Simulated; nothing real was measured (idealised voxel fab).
The document below concerns the process module designated voxel transistor to metal.
Section shown: cut. Width: 170 nm. Cell size: 5 nm, square.
Notation: cross-section as square-cell grid; stated in bands, top first, going down; one or more cell rows per band. The band entry comprises the height of the band's top followed by the height of its bottom, expressed in nm, and subsequently the band's materials from left to right, each stated together with its width in nm. Where a single material is marked with the word "throughout", that material fills the band from edge to edge. The word "air" represents empty space. Counting heights begins at 0, where everything beneath is, in the wafer as received, one material. The lowest band has no bottom; it goes on downwards, as "0 nm and below" shows. You'd read "30..40" like this: the band's top row of cells is as wide as the first number, its bottom row is as wide as the second, and going down, every row changes width by the same amount as the row before did. The designation "left unchanged", where it is given for a processing step, indicates that no cell of the cross-section was altered in the course of that step. For the entry "Fully closed voids", the listed items are empty spaces with no open way to the top whose size is 8 cells or more; each item follows the pattern width x height at distance, where distance is from the left edge and all three are in nm. Whatever follows a step's settings on its line is a remark the simulator itself makes about that step. overlay nm: right-of-plan distance of the mask on a masked step; negative values mean left-of-plan.
So here's the lineup of process steps we planned
1) RECEIVE, material Si
2) OXIDIZE, depth nm 5
3) CONFORMAL_DEP, material SiN, thk nm 10
4) MASKED_ETCH, tone cover, mask id ACTIVE, width nm 100, etch materials SiN, depth nm 10, overlay nm 0
5) MASKED_ETCH, tone cover, mask id ACTIVE, width nm 100, etch materials SiO2, depth nm 5, overlay nm 0
6) MASKED_ETCH, tone cover, mask id ACTIVE, width nm 100, etch materials Si, depth nm 30, overlay nm 0
7) FILL_DEP, material SiO2, thk nm 10
8) CMP, height nm 10
9) SELECTIVE_ETCH, etch materials SiO2, depth nm 10
10) STRIP, etch materials SiN
11) SELECTIVE_ETCH, etch materials SiO2, depth nm 5
12) OXIDIZE, depth nm 5
13) DIRECTIONAL_DEP, material polySi, thk nm 30
14) DIRECTIONAL_DEP, material SiCN, thk nm 10
15) PATTERN, tone cover, mask id GATE, material resist, width nm 30, thk nm 15, overlay nm 0
16) DIRECTIONAL_ETCH, etch materials SiCN, depth nm 20
17) DIRECTIONAL_ETCH, etch materials polySi, depth nm 40
18) STRIP, etch materials resist
19) CONFORMAL_DEP, material SiO2, thk nm 5
20) DIRECTIONAL_ETCH, etch materials SiO2, depth nm 5
21) CONFORMAL_DEP, material SiN, thk nm 10
22) DIRECTIONAL_ETCH, etch materials SiN, depth nm 10
23) DIRECTIONAL_ETCH, etch materials SiO2, depth nm 5
24) DIRECTIONAL_ETCH, etch materials Si, depth nm 10
25) EPI, material nSi, thk nm 10
26) FILL_DEP, material SiO2, thk nm 10
27) CMP, height nm 25
28) STRIP, etch materials polySi
29) SELECTIVE_ETCH, etch materials SiO2, depth nm 5
30) CONFORMAL_DEP, material HfO2, thk nm 5
31) CONFORMAL_DEP, material TiN, thk nm 5
32) FILL_DEP, material W, thk nm 10
33) CMP, height nm 20
34) DIRECTIONAL_DEP, material SiO2, thk nm 15
35) PATTERN, tone open, mask id CONTACT, material resist, width nm 15, pitch nm 75, thk nm 20, overlay nm 0
36) DIRECTIONAL_ETCH, etch materials SiO2, depth nm 45
37) STRIP, etch materials resist
38) CONFORMAL_DEP, material TiN, thk nm 5
39) FILL_DEP, material W, thk nm 5
40) CMP, height nm 35
41) CONFORMAL_DEP, material SiN, thk nm 5
42) DIRECTIONAL_DEP, material lowk, thk nm 20
43) MASKED_ETCH, tone open, mask id METAL_1, width nm 15, pitch nm 75, etch materials lowk, depth nm 20, overlay nm 0
44) MASKED_ETCH, tone open, mask id METAL_1, width nm 15, pitch nm 75, etch materials SiN, depth nm 5, overlay nm 0
45) CONFORMAL_DEP, material TiN, thk nm 5
46) FILL_DEP, material Ru, thk nm 10
47) CMP, height nm 60
48) EPI, material Ru, thk nm 5
49) FILL_DEP, material SiCN, thk nm 5
50) DIRECTIONAL_DEP, material lowk, thk nm 25
51) MASKED_ETCH, tone open, mask id METAL_2, width nm 15, pitch nm 75, etch materials lowk, depth nm 15, overlay nm 0
52) MASKED_ETCH, tone open, mask id METAL_2_HOLES, width nm 15, pitch nm 75, etch materials lowk, depth nm 10, overlay nm 0
53) MASKED_ETCH, tone open, mask id METAL_2_HOLES, width nm 15, pitch nm 75, etch materials SiCN, depth nm 5, overlay nm 0
54) CONFORMAL_DEP, material TiN, thk nm 5
55) FILL_DEP, material Cu, thk nm 10
56) CMP, height nm 95
57) CONFORMAL_DEP, material SiCN, thk nm 5
First of the two wafers, run per plan
Cross-section, incoming material, after step 1
> 0 nm and below = Si throughout
> Fully closed voids: none
State of the wafer after step 2, shown in cross-section
> 0 nm to -5 nm = SiO2 throughout
> Everything under -5 stays put, no change at all.
State of the wafer after step 3, shown in cross-section
> 10 nm to 0 nm = SiN throughout
> Everything under 0 stays put, no change at all.
State of the wafer after step 4, shown in cross-section
> 10 nm to 0 nm = air 35 nm / SiN 100 nm / air 35 nm
> Everything under 0 stays put, no change at all.
State of the wafer after step 5, shown in cross-section
> 10 nm to 0 nm = air 35 nm / SiN 100 nm / air 35 nm
> 0 nm to -5 nm = air 35 nm / SiO2 100 nm / air 35 nm
> Everything under -5 stays put, no change at all.
State of the wafer after step 6, shown in cross-section
> 10 nm to 0 nm = air 35 nm / SiN 100 nm / air 35 nm
> 0 nm to -5 nm = air 35 nm / SiO2 100 nm / air 35 nm
> -5 nm to -35 nm = air 35 nm / Si 100 nm / air 35 nm
> Everything under -35 stays put, no change at all.
State of the wafer after step 7, shown in cross-section
> 20 nm to 10 nm = SiO2 throughout
> 10 nm to 0 nm = SiO2 35 nm / SiN 100 nm / SiO2 35 nm
> 0 nm to -5 nm = SiO2 throughout
> -5 nm to -35 nm = SiO2 35 nm / Si 100 nm / SiO2 35 nm
> Everything under -35 stays put, no change at all.
State of the wafer after step 8, shown in cross-section
> 10 nm to 0 nm = SiO2 35 nm / SiN 100 nm / SiO2 35 nm
> Everything under 0 stays put, no change at all.
State of the wafer after step 9, shown in cross-section
> 10 nm to 0 nm = air 35 nm / SiN 100 nm / air 35 nm
> Everything under 0 stays put, no change at all.
State of the wafer after step 10, shown in cross-section
> 0 nm to -5 nm = SiO2 throughout
> Everything under -5 stays put, no change at all.
State of the wafer after step 11, shown in cross-section
> -5 nm to -35 nm = SiO2 35 nm / Si 100 nm / SiO2 35 nm
> Everything under -35 stays put, no change at all.
State of the wafer after step 12, shown in cross-section
> -5 nm to -10 nm = SiO2 throughout
> Everything under -10 stays put, no change at all.
State of the wafer after step 13, shown in cross-section
> 25 nm to -5 nm = polySi throughout
> Everything under -5 stays put, no change at all.
State of the wafer after step 14, shown in cross-section
> 35 nm to 25 nm = SiCN throughout
> Everything under 25 stays put, no change at all.
State of the wafer after step 15, shown in cross-section
> 50 nm to 35 nm = air 70 nm / resist 30 nm / air 70 nm
> Everything under 35 stays put, no change at all.
State of the wafer after step 16, shown in cross-section
> 50 nm to 35 nm = air 70 nm / resist 30 nm / air 70 nm
> 35 nm to 25 nm = air 70 nm / SiCN 30 nm / air 70 nm
> Everything under 25 stays put, no change at all.
State of the wafer after step 17, shown in cross-section
> 50 nm to 35 nm = air 70 nm / resist 30 nm / air 70 nm
> 35 nm to 25 nm = air 70 nm / SiCN 30 nm / air 70 nm
> 25 nm to -5 nm = air 70 nm / polySi 30 nm / air 70 nm
> Everything under -5 stays put, no change at all.
State of the wafer after step 18, shown in cross-section
> 35 nm to 25 nm = air 70 nm / SiCN 30 nm / air 70 nm
> Everything under 25 stays put, no change at all.
State of the wafer after step 19, shown in cross-section
> 40 nm to 35 nm = air 65 nm / SiO2 40 nm / air 65 nm
> 35 nm to 25 nm = air 65 nm / SiO2 5 nm / SiCN 30 nm / SiO2 5 nm / air 65 nm
> 25 nm to 0 nm = air 65 nm / SiO2 5 nm / polySi 30 nm / SiO2 5 nm / air 65 nm
> 0 nm to -5 nm = SiO2 70 nm / polySi 30 nm / SiO2 70 nm
> Everything under -5 stays put, no change at all.
State of the wafer after step 20, shown in cross-section
> 35 nm to 25 nm = air 65 nm / SiO2 5 nm / SiCN 30 nm / SiO2 5 nm / air 65 nm
> 25 nm to -5 nm = air 65 nm / SiO2 5 nm / polySi 30 nm / SiO2 5 nm / air 65 nm
> Everything under -5 stays put, no change at all.
State of the wafer after step 21, shown in cross-section
> 45 nm to 35 nm = air 55 nm / SiN 60 nm / air 55 nm
> 35 nm to 25 nm = air 55 nm / SiN 10 nm / SiO2 5 nm / SiCN 30 nm / SiO2 5 nm / SiN 10 nm / air 55 nm
> 25 nm to 5 nm = air 55 nm / SiN 10 nm / SiO2 5 nm / polySi 30 nm / SiO2 5 nm / SiN 10 nm / air 55 nm
> 5 nm to -5 nm = SiN 65 nm / SiO2 5 nm / polySi 30 nm / SiO2 5 nm / SiN 65 nm
> Everything under -5 stays put, no change at all.
State of the wafer after step 22, shown in cross-section
> 35 nm to 25 nm = air 55 nm / SiN 10 nm / SiO2 5 nm / SiCN 30 nm / SiO2 5 nm / SiN 10 nm / air 55 nm
> 25 nm to -5 nm = air 55 nm / SiN 10 nm / SiO2 5 nm / polySi 30 nm / SiO2 5 nm / SiN 10 nm / air 55 nm
> Everything under -5 stays put, no change at all.
State of the wafer after step 23, shown in cross-section
> 35 nm to 30 nm = air 55 nm / SiN 10 nm / air 5 nm / SiCN 30 nm / air 5 nm / SiN 10 nm / air 55 nm
> 30 nm to 25 nm = air 55 nm / SiN 10 nm / SiO2 5 nm / SiCN 30 nm / SiO2 5 nm / SiN 10 nm / air 55 nm
> 25 nm to -5 nm = air 55 nm / SiN 10 nm / SiO2 5 nm / polySi 30 nm / SiO2 5 nm / SiN 10 nm / air 55 nm
> -5 nm to -10 nm = air 55 nm / SiO2 60 nm / air 55 nm
> Everything under -10 stays put, no change at all.
State of the wafer after step 24, shown in cross-section
> 35 nm to 30 nm = air 55 nm / SiN 10 nm / air 5 nm / SiCN 30 nm / air 5 nm / SiN 10 nm / air 55 nm
> 30 nm to 25 nm = air 55 nm / SiN 10 nm / SiO2 5 nm / SiCN 30 nm / SiO2 5 nm / SiN 10 nm / air 55 nm
> 25 nm to -5 nm = air 55 nm / SiN 10 nm / SiO2 5 nm / polySi 30 nm / SiO2 5 nm / SiN 10 nm / air 55 nm
> -5 nm to -10 nm = air 55 nm / SiO2 60 nm / air 55 nm
> -10 nm to -20 nm = SiO2 35 nm / air 20 nm / Si 60 nm / air 20 nm / SiO2 35 nm
> Everything under -20 stays put, no change at all.
State of the wafer after step 25, shown in cross-section
> 35 nm to 30 nm = air 55 nm / SiN 10 nm / air 5 nm / SiCN 30 nm / air 5 nm / SiN 10 nm / air 55 nm
> 30 nm to 25 nm = air 55 nm / SiN 10 nm / SiO2 5 nm / SiCN 30 nm / SiO2 5 nm / SiN 10 nm / air 55 nm
> 25 nm to 0 nm = air 55 nm / SiN 10 nm / SiO2 5 nm / polySi 30 nm / SiO2 5 nm / SiN 10 nm / air 55 nm
> 0 nm to -5 nm = air 45 nm / nSi 10 nm / SiN 10 nm / SiO2 5 nm / polySi 30 nm / SiO2 5 nm / SiN 10 nm / nSi 10 nm / air 45 nm
> -5 nm to -10 nm = air 45 nm / nSi 10 nm / SiO2 60 nm / nSi 10 nm / air 45 nm
> -10 nm to -20 nm = SiO2 35 nm / nSi 20 nm / Si 60 nm / nSi 20 nm / SiO2 35 nm
> Everything under -20 stays put, no change at all.
State of the wafer after step 26, shown in cross-section
> 45 nm to 35 nm = SiO2 throughout
> 35 nm to 25 nm = SiO2 55 nm / SiN 10 nm / SiO2 5 nm / SiCN 30 nm / SiO2 5 nm / SiN 10 nm / SiO2 55 nm
> 25 nm to 0 nm = SiO2 55 nm / SiN 10 nm / SiO2 5 nm / polySi 30 nm / SiO2 5 nm / SiN 10 nm / SiO2 55 nm
> 0 nm to -5 nm = SiO2 45 nm / nSi 10 nm / SiN 10 nm / SiO2 5 nm / polySi 30 nm / SiO2 5 nm / SiN 10 nm / nSi 10 nm / SiO2 45 nm
> -5 nm to -10 nm = SiO2 45 nm / nSi 10 nm / SiO2 60 nm / nSi 10 nm / SiO2 45 nm
> Everything under -10 stays put, no change at all.
State of the wafer after step 27, shown in cross-section
> 25 nm to 0 nm = SiO2 55 nm / SiN 10 nm / SiO2 5 nm / polySi 30 nm / SiO2 5 nm / SiN 10 nm / SiO2 55 nm
> Everything under 0 stays put, no change at all.
State of the wafer after step 28, shown in cross-section
> 25 nm to 0 nm = SiO2 55 nm / SiN 10 nm / SiO2 5 nm / air 30 nm / SiO2 5 nm / SiN 10 nm / SiO2 55 nm
> 0 nm to -5 nm = SiO2 45 nm / nSi 10 nm / SiN 10 nm / SiO2 5 nm / air 30 nm / SiO2 5 nm / SiN 10 nm / nSi 10 nm / SiO2 45 nm
> Everything under -5 stays put, no change at all.
State of the wafer after step 29, shown in cross-section
> 25 nm to 20 nm = air 55 nm / SiN 10 nm / air 40 nm / SiN 10 nm / air 55 nm
> 20 nm to 0 nm = SiO2 55 nm / SiN 10 nm / air 40 nm / SiN 10 nm / SiO2 55 nm
> 0 nm to -5 nm = SiO2 45 nm / nSi 10 nm / SiN 10 nm / air 40 nm / SiN 10 nm / nSi 10 nm / SiO2 45 nm
> -5 nm to -10 nm = SiO2 45 nm / nSi 10 nm / SiO2 10 nm / air 40 nm / SiO2 10 nm / nSi 10 nm / SiO2 45 nm
> Everything under -10 stays put, no change at all.
State of the wafer after step 30, shown in cross-section
> 30 nm to 25 nm = air 50 nm / HfO2 20 nm / air 30 nm / HfO2 20 nm / air 50 nm
> 25 nm to 20 nm = HfO2 55 nm / SiN 10 nm / HfO2 5 nm / air 30 nm / HfO2 5 nm / SiN 10 nm / HfO2 55 nm
> 20 nm to 0 nm = SiO2 55 nm / SiN 10 nm / HfO2 5 nm / air 30 nm / HfO2 5 nm / SiN 10 nm / SiO2 55 nm
> 0 nm to -5 nm = SiO2 45 nm / nSi 10 nm / SiN 10 nm / HfO2 5 nm / air 30 nm / HfO2 5 nm / SiN 10 nm / nSi 10 nm / SiO2 45 nm
> -5 nm to -10 nm = SiO2 45 nm / nSi 10 nm / SiO2 10 nm / HfO2 40 nm / SiO2 10 nm / nSi 10 nm / SiO2 45 nm
> Everything under -10 stays put, no change at all.
State of the wafer after step 31, shown in cross-section
> 35 nm to 30 nm = air 45 nm / TiN 30 nm / air 20 nm / TiN 30 nm / air 45 nm
> 30 nm to 25 nm = TiN 50 nm / HfO2 20 nm / TiN 5 nm / air 20 nm / TiN 5 nm / HfO2 20 nm / TiN 50 nm
> 25 nm to 20 nm = HfO2 55 nm / SiN 10 nm / HfO2 5 nm / TiN 5 nm / air 20 nm / TiN 5 nm / HfO2 5 nm / SiN 10 nm / HfO2 55 nm
> 20 nm to 0 nm = SiO2 55 nm / SiN 10 nm / HfO2 5 nm / TiN 5 nm / air 20 nm / TiN 5 nm / HfO2 5 nm / SiN 10 nm / SiO2 55 nm
> 0 nm to -5 nm = SiO2 45 nm / nSi 10 nm / SiN 10 nm / HfO2 5 nm / TiN 30 nm / HfO2 5 nm / SiN 10 nm / nSi 10 nm / SiO2 45 nm
> Everything under -5 stays put, no change at all.
State of the wafer after step 32, shown in cross-section
> 45 nm to 35 nm = W throughout
> 35 nm to 30 nm = W 45 nm / TiN 30 nm / W 20 nm / TiN 30 nm / W 45 nm
> 30 nm to 25 nm = TiN 50 nm / HfO2 20 nm / TiN 5 nm / W 20 nm / TiN 5 nm / HfO2 20 nm / TiN 50 nm
> 25 nm to 20 nm = HfO2 55 nm / SiN 10 nm / HfO2 5 nm / TiN 5 nm / W 20 nm / TiN 5 nm / HfO2 5 nm / SiN 10 nm / HfO2 55 nm
> 20 nm to 0 nm = SiO2 55 nm / SiN 10 nm / HfO2 5 nm / TiN 5 nm / W 20 nm / TiN 5 nm / HfO2 5 nm / SiN 10 nm / SiO2 55 nm
> Everything under 0 stays put, no change at all.
State of the wafer after step 33, shown in cross-section
> 20 nm to 0 nm = SiO2 55 nm / SiN 10 nm / HfO2 5 nm / TiN 5 nm / W 20 nm / TiN 5 nm / HfO2 5 nm / SiN 10 nm / SiO2 55 nm
> Everything under 0 stays put, no change at all.
State of the wafer after step 34, shown in cross-section
> 35 nm to 20 nm = SiO2 throughout
> Everything under 20 stays put, no change at all.
State of the wafer after step 35, shown in cross-section
> 55 nm to 35 nm = resist 40 nm / air 15 nm / resist 60 nm / air 15 nm / resist 40 nm
> Everything under 35 stays put, no change at all.
State of the wafer after step 36, shown in cross-section
> 55 nm to 35 nm = resist 40 nm / air 15 nm / resist 60 nm / air 15 nm / resist 40 nm
> 35 nm to 20 nm = SiO2 40 nm / air 15 nm / SiO2 60 nm / air 15 nm / SiO2 40 nm
> 20 nm to 0 nm = SiO2 40 nm / air 15 nm / SiN 10 nm / HfO2 5 nm / TiN 5 nm / W 20 nm / TiN 5 nm / HfO2 5 nm / SiN 10 nm / air 15 nm / SiO2 40 nm
> 0 nm to -5 nm = SiO2 40 nm / air 5 nm / nSi 10 nm / SiN 10 nm / HfO2 5 nm / TiN 30 nm / HfO2 5 nm / SiN 10 nm / nSi 10 nm / air 5 nm / SiO2 40 nm
> -5 nm to -10 nm = SiO2 40 nm / air 5 nm / nSi 10 nm / SiO2 10 nm / HfO2 40 nm / SiO2 10 nm / nSi 10 nm / air 5 nm / SiO2 40 nm
> Everything under -10 stays put, no change at all.
State of the wafer after step 37, shown in cross-section
> 35 nm to 20 nm = SiO2 40 nm / air 15 nm / SiO2 60 nm / air 15 nm / SiO2 40 nm
> Everything under 20 stays put, no change at all.
State of the wafer after step 38, shown in cross-section
> 40 nm to 35 nm = TiN 45 nm / air 5 nm / TiN 70 nm / air 5 nm / TiN 45 nm
> 35 nm to 20 nm = SiO2 40 nm / TiN 5 nm / air 5 nm / TiN 5 nm / SiO2 60 nm / TiN 5 nm / air 5 nm / TiN 5 nm / SiO2 40 nm
> 20 nm to 5 nm = SiO2 40 nm / TiN 5 nm / air 5 nm / TiN 5 nm / SiN 10 nm / HfO2 5 nm / TiN 5 nm / W 20 nm / TiN 5 nm / HfO2 5 nm / SiN 10 nm / TiN 5 nm / air 5 nm / TiN 5 nm / SiO2 40 nm
> 5 nm to 0 nm = SiO2 40 nm / TiN 15 nm / SiN 10 nm / HfO2 5 nm / TiN 5 nm / W 20 nm / TiN 5 nm / HfO2 5 nm / SiN 10 nm / TiN 15 nm / SiO2 40 nm
> 0 nm to -5 nm = SiO2 40 nm / TiN 5 nm / nSi 10 nm / SiN 10 nm / HfO2 5 nm / TiN 30 nm / HfO2 5 nm / SiN 10 nm / nSi 10 nm / TiN 5 nm / SiO2 40 nm
> -5 nm to -10 nm = SiO2 40 nm / TiN 5 nm / nSi 10 nm / SiO2 10 nm / HfO2 40 nm / SiO2 10 nm / nSi 10 nm / TiN 5 nm / SiO2 40 nm
> Everything under -10 stays put, no change at all.
State of the wafer after step 39, shown in cross-section
> 45 nm to 40 nm = W throughout
> 40 nm to 35 nm = TiN 45 nm / W 5 nm / TiN 70 nm / W 5 nm / TiN 45 nm
> 35 nm to 20 nm = SiO2 40 nm / TiN 5 nm / W 5 nm / TiN 5 nm / SiO2 60 nm / TiN 5 nm / W 5 nm / TiN 5 nm / SiO2 40 nm
> 20 nm to 5 nm = SiO2 40 nm / TiN 5 nm / W 5 nm / TiN 5 nm / SiN 10 nm / HfO2 5 nm / TiN 5 nm / W 20 nm / TiN 5 nm / HfO2 5 nm / SiN 10 nm / TiN 5 nm / W 5 nm / TiN 5 nm / SiO2 40 nm
> Everything under 5 stays put, no change at all.
State of the wafer after step 40, shown in cross-section
> 35 nm to 20 nm = SiO2 40 nm / TiN 5 nm / W 5 nm / TiN 5 nm / SiO2 60 nm / TiN 5 nm / W 5 nm / TiN 5 nm / SiO2 40 nm
> Everything under 20 stays put, no change at all.
State of the wafer after step 41, shown in cross-section
> 40 nm to 35 nm = SiN throughout
> Everything under 35 stays put, no change at all.
State of the wafer after step 42, shown in cross-section
> 60 nm to 40 nm = lowk throughout
> Everything under 40 stays put, no change at all.
State of the wafer after step 43, shown in cross-section
> 60 nm to 40 nm = lowk 40 nm / air 15 nm / lowk 60 nm / air 15 nm / lowk 40 nm
> Everything under 40 stays put, no change at all.
State of the wafer after step 44, shown in cross-section
> 60 nm to 40 nm = lowk 40 nm / air 15 nm / lowk 60 nm / air 15 nm / lowk 40 nm
> 40 nm to 35 nm = SiN 40 nm / air 15 nm / SiN 60 nm / air 15 nm / SiN 40 nm
> Everything under 35 stays put, no change at all.
State of the wafer after step 45, shown in cross-section
> 65 nm to 60 nm = TiN 45 nm / air 5 nm / TiN 70 nm / air 5 nm / TiN 45 nm
> 60 nm to 40 nm = lowk 40 nm / TiN 5 nm / air 5 nm / TiN 5 nm / lowk 60 nm / TiN 5 nm / air 5 nm / TiN 5 nm / lowk 40 nm
> 40 nm to 35 nm = SiN 40 nm / TiN 15 nm / SiN 60 nm / TiN 15 nm / SiN 40 nm
> Everything under 35 stays put, no change at all.
State of the wafer after step 46, shown in cross-section
> 75 nm to 65 nm = Ru throughout
> 65 nm to 60 nm = TiN 45 nm / Ru 5 nm / TiN 70 nm / Ru 5 nm / TiN 45 nm
> 60 nm to 40 nm = lowk 40 nm / TiN 5 nm / Ru 5 nm / TiN 5 nm / lowk 60 nm / TiN 5 nm / Ru 5 nm / TiN 5 nm / lowk 40 nm
> Everything under 40 stays put, no change at all.
State of the wafer after step 47, shown in cross-section
> 60 nm to 40 nm = lowk 40 nm / TiN 5 nm / Ru 5 nm / TiN 5 nm / lowk 60 nm / TiN 5 nm / Ru 5 nm / TiN 5 nm / lowk 40 nm
> Everything under 40 stays put, no change at all.
State of the wafer after step 48, shown in cross-section
> 65 nm to 60 nm = air 35 nm / Ru 25 nm / air 50 nm / Ru 25 nm / air 35 nm
> Everything under 60 stays put, no change at all.
State of the wafer after step 49, shown in cross-section
> 70 nm to 65 nm = SiCN throughout
> 65 nm to 60 nm = SiCN 35 nm / Ru 25 nm / SiCN 50 nm / Ru 25 nm / SiCN 35 nm
> Everything under 60 stays put, no change at all.
State of the wafer after step 50, shown in cross-section
> 95 nm to 70 nm = lowk throughout
> Everything under 70 stays put, no change at all.
State of the wafer after step 51, shown in cross-section
> 95 nm to 80 nm = lowk 40 nm / air 15 nm / lowk 60 nm / air 15 nm / lowk 40 nm
> Everything under 80 stays put, no change at all.
State of the wafer after step 52, shown in cross-section
> 95 nm to 70 nm = lowk 40 nm / air 15 nm / lowk 60 nm / air 15 nm / lowk 40 nm
> Everything under 70 stays put, no change at all.
State of the wafer after step 53, shown in cross-section
> 95 nm to 70 nm = lowk 40 nm / air 15 nm / lowk 60 nm / air 15 nm / lowk 40 nm
> 70 nm to 65 nm = SiCN 40 nm / air 15 nm / SiCN 60 nm / air 15 nm / SiCN 40 nm
> Everything under 65 stays put, no change at all.
State of the wafer after step 54, shown in cross-section
> 100 nm to 95 nm = TiN 45 nm / air 5 nm / TiN 70 nm / air 5 nm / TiN 45 nm
> 95 nm to 70 nm = lowk 40 nm / TiN 5 nm / air 5 nm / TiN 5 nm / lowk 60 nm / TiN 5 nm / air 5 nm / TiN 5 nm / lowk 40 nm
> 70 nm to 65 nm = SiCN 40 nm / TiN 15 nm / SiCN 60 nm / TiN 15 nm / SiCN 40 nm
> Everything under 65 stays put, no change at all.
State of the wafer after step 55, shown in cross-section
> 110 nm to 100 nm = Cu throughout
> 100 nm to 95 nm = TiN 45 nm / Cu 5 nm / TiN 70 nm / Cu 5 nm / TiN 45 nm
> 95 nm to 70 nm = lowk 40 nm / TiN 5 nm / Cu 5 nm / TiN 5 nm / lowk 60 nm / TiN 5 nm / Cu 5 nm / TiN 5 nm / lowk 40 nm
> Everything under 70 stays put, no change at all.
State of the wafer after step 56, shown in cross-section
> 95 nm to 70 nm = lowk 40 nm / TiN 5 nm / Cu 5 nm / TiN 5 nm / lowk 60 nm / TiN 5 nm / Cu 5 nm / TiN 5 nm / lowk 40 nm
> Everything under 70 stays put, no change at all.
State of the wafer after step 57, shown in cross-section
> 100 nm to 95 nm = SiCN throughout
> Everything under 95 stays put, no change at all.
Second Wafer (Identical Start and Plan, One Processing Error; Matches First Wafer Through Step 48)
Second wafer profile in section, at the moment step 49 of the plan was meant to be complete
> 90 nm to 85 nm = air 35 nm / lowk 25 nm / air 50 nm / lowk 25 nm / air 35 nm
> 85 nm to 65 nm = lowk throughout
> 65 nm to 60 nm = lowk 35 nm / Ru 25 nm / lowk 50 nm / Ru 25 nm / lowk 35 nm
> Everything under 60 stays put, no change at all.
Second wafer profile in section, at the moment step 50 of the plan was meant to be complete
> 95 nm to 90 nm = SiCN throughout
> 90 nm to 85 nm = SiCN 35 nm / lowk 25 nm / SiCN 50 nm / lowk 25 nm / SiCN 35 nm
> Everything under 85 stays put, no change at all.
Second wafer profile in section, at the moment step 51 of the plan was meant to be complete: left unchanged
Second wafer profile in section, at the moment step 52 of the plan was meant to be complete: left unchanged
Second wafer profile in section, at the moment step 53 of the plan was meant to be complete
> 95 nm to 90 nm = SiCN 40 nm / air 15 nm / SiCN 60 nm / air 15 nm / SiCN 40 nm
> Everything under 90 stays put, no change at all.
Second wafer profile in section, at the moment step 54 of the plan was meant to be complete
> 100 nm to 95 nm = TiN 45 nm / air 5 nm / TiN 70 nm / air 5 nm / TiN 45 nm
> 95 nm to 90 nm = SiCN 40 nm / TiN 15 nm / SiCN 60 nm / TiN 15 nm / SiCN 40 nm
> Everything under 90 stays put, no change at all.
Second wafer profile in section, at the moment step 55 of the plan was meant to be complete
> 110 nm to 100 nm = Cu throughout
> 100 nm to 95 nm = TiN 45 nm / Cu 5 nm / TiN 70 nm / Cu 5 nm / TiN 45 nm
> Everything under 95 stays put, no change at all.
Second wafer profile in section, at the moment step 56 of the plan was meant to be complete
> 95 nm to 90 nm = SiCN 40 nm / TiN 15 nm / SiCN 60 nm / TiN 15 nm / SiCN 40 nm
> Everything under 90 stays put, no change at all.
Second wafer profile in section, at the moment step 57 of the plan was meant to be complete
> 100 nm to 95 nm = SiCN throughout
> Everything under 95 stays put, no change at all.
So what did we get wrong on this run? steps 49 and 50 of the plan were each performed in the slot designated for the other
Final wafer comparison in cells, second versus first, more or fewer per material: -10 Cu | -20 TiN | +30 lowk
